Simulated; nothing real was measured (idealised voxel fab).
voxel air gaps: a process module
The width of the displayed cross-section, cut, is 220 nm; its cells are square, with a size of 5 nm.
Each cross-section below is a grid of square cells, stated as bands in top-down order, with one or more rows of cells making up each band.
Heads up on the band format: heights come first, top then bottom, in nm. After that it's the materials left to right, each with its width in nm. A single material flagged "edge to edge" fills the whole band edge to edge, and "empty" means there's empty space there.
Heights are measured from 0, the level below which the as-received wafer is all one material; the lowest band has no bottom and continues downward, written as in "0 nm and below".
A width such as "30 to 40" changes by the same amount from each row of cells to the next, from the band's top row to its bottom row.
It should be understood that the words "no alteration", when stated for a given step, signify that the cross-section underwent no change in any of its cells during that step.
"Sealed internal voids" enumerates empty spaces isolated from the top, with no open way to it, that contain at least 8 cells, giving each as width x height at distance from the left edge, all three in nm.
Note: text after step settings on the step line = simulator remark on that step.
Among the settings permitted on a step's line is "overlay nm"; applied to a step with a mask, it specifies the extent to which the mask lay to the right of its planned position, whereas a negative figure signifies a position to the left.
Plan
- 1: RECEIVE with material Si
- 2: CONFORMAL_DEP with material SiO2, thk nm 10
- 3: CONFORMAL_DEP with material SiN, thk nm 5
- 4: DIRECTIONAL_DEP with material SiO2, thk nm 40
- 5: MASKED_ETCH with tone open, mask id LINES, width nm 15, pitch nm 40, etch materials SiO2, depth nm 40, overlay nm 0
- 6: CONFORMAL_DEP with material TiN, thk nm 5
- 7: FILL_DEP with material Ru, thk nm 5
- 8: CMP with height nm 55
- 9: EPI with material Ru, thk nm 10
- 10: SELECTIVE_ETCH with etch materials SiO2, depth nm 50
- 11: CONFORMAL_DEP with material SiCN, thk nm 5
This is the cross-section of the wafer as we received it, i.e. after step 1
  0 nm and below | Si edge to edge
  Sealed internal voids: none
Module complete - cross-section of the first of two wafers, run according to plan
  70 nm to 65 nm | empty=45  SiCN=125  empty=50
  65 nm to 55 nm | empty=45  SiCN=5  Ru=35  SiCN=5  Ru=35  SiCN=5  Ru=35  SiCN=5  empty=50
  55 nm to 50 nm | empty=45  SiCN=15  TiN=5  Ru=5  TiN=5  SiCN=25  TiN=5  Ru=5  TiN=5  SiCN=25  TiN=5  Ru=5  TiN=5  SiCN=15  empty=50
  50 nm to 20 nm | empty=55  SiCN=5  TiN=5  Ru=5  TiN=5  SiCN=5  empty=15  SiCN=5  TiN=5  Ru=5  TiN=5  SiCN=5  empty=15  SiCN=5  TiN=5  Ru=5  TiN=5  SiCN=5  empty=60
  20 nm to 15 nm | SiCN=60  TiN=15  SiCN=25  TiN=15  SiCN=25  TiN=15  SiCN=65
  15 nm to 10 nm | SiN edge to edge
  10 nm to 0 nm | SiO2 edge to edge
  0 nm and below | Si edge to edge
  Sealed internal voids: 15 x 30 at 80; 15 x 30 at 120
Cross-section, wafer two of two, end of module: same start and plan as wafer one, one error in execution
  70 nm to 65 nm | SiCN edge to edge
  65 nm to 55 nm | Ru edge to edge
  55 nm to 50 nm | TiN=65  Ru=5  TiN=35  Ru=5  TiN=35  Ru=5  TiN=70
  50 nm to 20 nm | SiO2=60  TiN=5  Ru=5  TiN=5  SiO2=25  TiN=5  Ru=5  TiN=5  SiO2=25  TiN=5  Ru=5  TiN=5  SiO2=65
  20 nm to 15 nm | SiO2=60  TiN=15  SiO2=25  TiN=15  SiO2=25  TiN=15  SiO2=65
  15 nm to 10 nm | SiN edge to edge
  10 nm to 0 nm | SiO2 edge to edge
  0 nm and below | Si edge to edge
  Sealed internal voids: none
Deviation from plan: not per plan at step 4, really ran DIRECTIONAL_DEP with material SiO2, thk nm 35
The closing comparison, in cells, has the second wafer with more or fewer of some materials than the first: +46 Ru | -76 SiCN | +245 SiO2 | +35 TiN
In the final state there are 2 closed voids in the first wafer, compared with 0 in the second wafer.
